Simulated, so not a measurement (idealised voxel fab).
The process module that follows is named voxel ribs on slabs.
The cross-section on display is named cut; it measures 150 nm wide, and its cells are 5 nm squares.
The cross-sections in this document take the form of a grid made of square cells. They are written out as bands, in order from top to bottom. Each band consists of one or more rows of cells.
Per band: top height and bottom height in nm, followed by the left-to-right materials and their widths in nm; "full width" marks a single material spanning edge to edge, "air" marks empty space.
Height datum 0, below which the as-received substrate wafer is one material. Lowest band open at the bottom, running downward: "0 down".
It should be noted that a width expressed as "30->40" varies in equal increments from row to row of cells within the band, taking the value of the first number at the top row and that of the second number at the bottom row.
"nothing changed", as given for a step, is the statement that not any cell of the cross-section underwent a change during that step.
Entry "Voids, fully enclosed". Content: empty spaces with no open connection to the top, size 8 cells or greater. Each: width x height at distance. Distance: from left edge. Unit: nm.
Step line, after settings: the simulator's comment on this step.
"overlay nm" denotes, for a step that has a mask, the displacement of the mask to the right of its planned place, with negative values corresponding to the left.

plan
1: RECEIVE,material Si
2: DIRECTIONAL_DEP,material SiO2,thk nm 25
3: DIRECTIONAL_DEP,material SiN,thk nm 15
4: PATTERN,tone cover,mask id RIB,material resist,width nm 15,thk nm 15,overlay nm 0
5: DIRECTIONAL_ETCH,etch materials SiN,depth nm 10
6: STRIP,etch materials resist
7: MASKED_ETCH,tone cover,mask id SLAB,width nm 55,etch materials SiN,depth nm 5,overlay nm 0
8: FILL_DEP,material SiO2,thk nm 15
9: CMP,height nm 50
10: DIRECTIONAL_DEP,material TiN,thk nm 5
11: PATTERN,tone cover,mask id HEATER,material resist,width nm 25,thk nm 20,overlay nm 0
12: DIRECTIONAL_ETCH,etch materials TiN,depth nm 5
13: STRIP,etch materials resist
14: CONFORMAL_DEP,material SiN,thk nm 5

First wafer out of two, processed as planned

So this is the incoming wafer in cross-section - it's already been through step 1
    0 down = Si full width
    Voids, fully enclosed: none

Cross-sectional representation of the wafer at the conclusion of step 2
    25 to 0 = SiO2 full width
    Beneath the level 0, the cross-section is identical to its previous state.

Cross-sectional representation of the wafer at the conclusion of step 3
    40 to 25 = SiN full width
    Beneath the level 25, the cross-section is identical to its previous state.

Cross-sectional representation of the wafer at the conclusion of step 4
    55 to 40 = 65 air, then 15 resist, then 70 air
    Beneath the level 40, the cross-section is identical to its previous state.

Cross-sectional representation of the wafer at the conclusion of step 5
    55 to 40 = 65 air, then 15 resist, then 70 air
    40 to 30 = 65 air, then 15 SiN, then 70 air
    Beneath the level 30, the cross-section is identical to its previous state.

Cross-sectional representation of the wafer at the conclusion of step 6
    40 to 30 = 65 air, then 15 SiN, then 70 air
    Beneath the level 30, the cross-section is identical to its previous state.

Cross-sectional representation of the wafer at the conclusion of step 7
    40 to 30 = 65 air, then 15 SiN, then 70 air
    30 to 25 = 45 air, then 55 SiN, then 50 air
    Beneath the level 25, the cross-section is identical to its previous state.

Cross-sectional representation of the wafer at the conclusion of step 8
    55 to 40 = SiO2 full width
    40 to 30 = 65 SiO2, then 15 SiN, then 70 SiO2
    30 to 25 = 45 SiO2, then 55 SiN, then 50 SiO2
    Beneath the level 25, the cross-section is identical to its previous state.

Cross-sectional representation of the wafer at the conclusion of step 9
    50 to 40 = SiO2 full width
    Beneath the level 40, the cross-section is identical to its previous state.

Cross-sectional representation of the wafer at the conclusion of step 10
    55 to 50 = TiN full width
    Beneath the level 50, the cross-section is identical to its previous state.

Cross-sectional representation of the wafer at the conclusion of step 11
    75 to 55 = 60 air, then 25 resist, then 65 air
    Beneath the level 55, the cross-section is identical to its previous state.

Cross-sectional representation of the wafer at the conclusion of step 12
    75 to 55 = 60 air, then 25 resist, then 65 air
    55 to 50 = 60 air, then 25 TiN, then 65 air
    Beneath the level 50, the cross-section is identical to its previous state.

Cross-sectional representation of the wafer at the conclusion of step 13
    55 to 50 = 60 air, then 25 TiN, then 65 air
    Beneath the level 50, the cross-section is identical to its previous state.

Cross-sectional representation of the wafer at the conclusion of step 14
    60 to 55 = 55 air, then 35 SiN, then 60 air
    55 to 50 = 60 SiN, then 25 TiN, then 65 SiN
    Beneath the level 50, the cross-section is identical to its previous state.

The second wafer: identical to the first at the outset and in its planned sequence, differing only in that one mistake was made during processing; up to and including step 2, its path is the first wafer's path

What the second wafer looks like in cross-section when step 3 should have wrapped up
    55 to 25 = SiN full width
    Beneath the level 25, the cross-section is identical to its previous state.

What the second wafer looks like in cross-section when step 4 should have wrapped up
    70 to 55 = 65 air, then 15 resist, then 70 air
    Beneath the level 55, the cross-section is identical to its previous state.

What the second wafer looks like in cross-section when step 5 should have wrapped up
    70 to 55 = 65 air, then 15 resist, then 70 air
    55 to 45 = 65 air, then 15 SiN, then 70 air
    Beneath the level 45, the cross-section is identical to its previous state.

What the second wafer looks like in cross-section when step 6 should have wrapped up
    55 to 45 = 65 air, then 15 SiN, then 70 air
    Beneath the level 45, the cross-section is identical to its previous state.

What the second wafer looks like in cross-section when step 7 should have wrapped up
    55 to 45 = 65 air, then 15 SiN, then 70 air
    45 to 40 = 45 air, then 55 SiN, then 50 air
    Beneath the level 40, the cross-section is identical to its previous state.

What the second wafer looks like in cross-section when step 8 should have wrapped up
    70 to 55 = SiO2 full width
    55 to 45 = 65 SiO2, then 15 SiN, then 70 SiO2
    45 to 40 = 45 SiO2, then 55 SiN, then 50 SiO2
    Beneath the level 40, the cross-section is identical to its previous state.

What the second wafer looks like in cross-section when step 9 should have wrapped up
    50 to 40 = 65->45 SiO2, then 15->55 SiN, then 70->50 SiO2
    Beneath the level 40, the cross-section is identical to its previous state.

What the second wafer looks like in cross-section when step 10 should have wrapped up
    55 to 50 = TiN full width
    Beneath the level 50, the cross-section is identical to its previous state.

What the second wafer looks like in cross-section when step 11 should have wrapped up
    75 to 55 = 60 air, then 25 resist, then 65 air
    Beneath the level 55, the cross-section is identical to its previous state.

What the second wafer looks like in cross-section when step 12 should have wrapped up
    75 to 55 = 60 air, then 25 resist, then 65 air
    55 to 50 = 60 air, then 25 TiN, then 65 air
    Beneath the level 50, the cross-section is identical to its previous state.

What the second wafer looks like in cross-section when step 13 should have wrapped up
    55 to 50 = 60 air, then 25 TiN, then 65 air
    Beneath the level 50, the cross-section is identical to its previous state.

What the second wafer looks like in cross-section when step 14 should have wrapped up
    60 to 55 = 55 air, then 35 SiN, then 60 air
    55 to 50 = 60 SiN, then 25 TiN, then 65 SiN
    Beneath the level 50, the cross-section is identical to its previous state.
Diagnosis: step 3 of the plan was performed twice
Final cells, second wafer relative to first, materials higher or lower: SiN +87; SiO2 -87
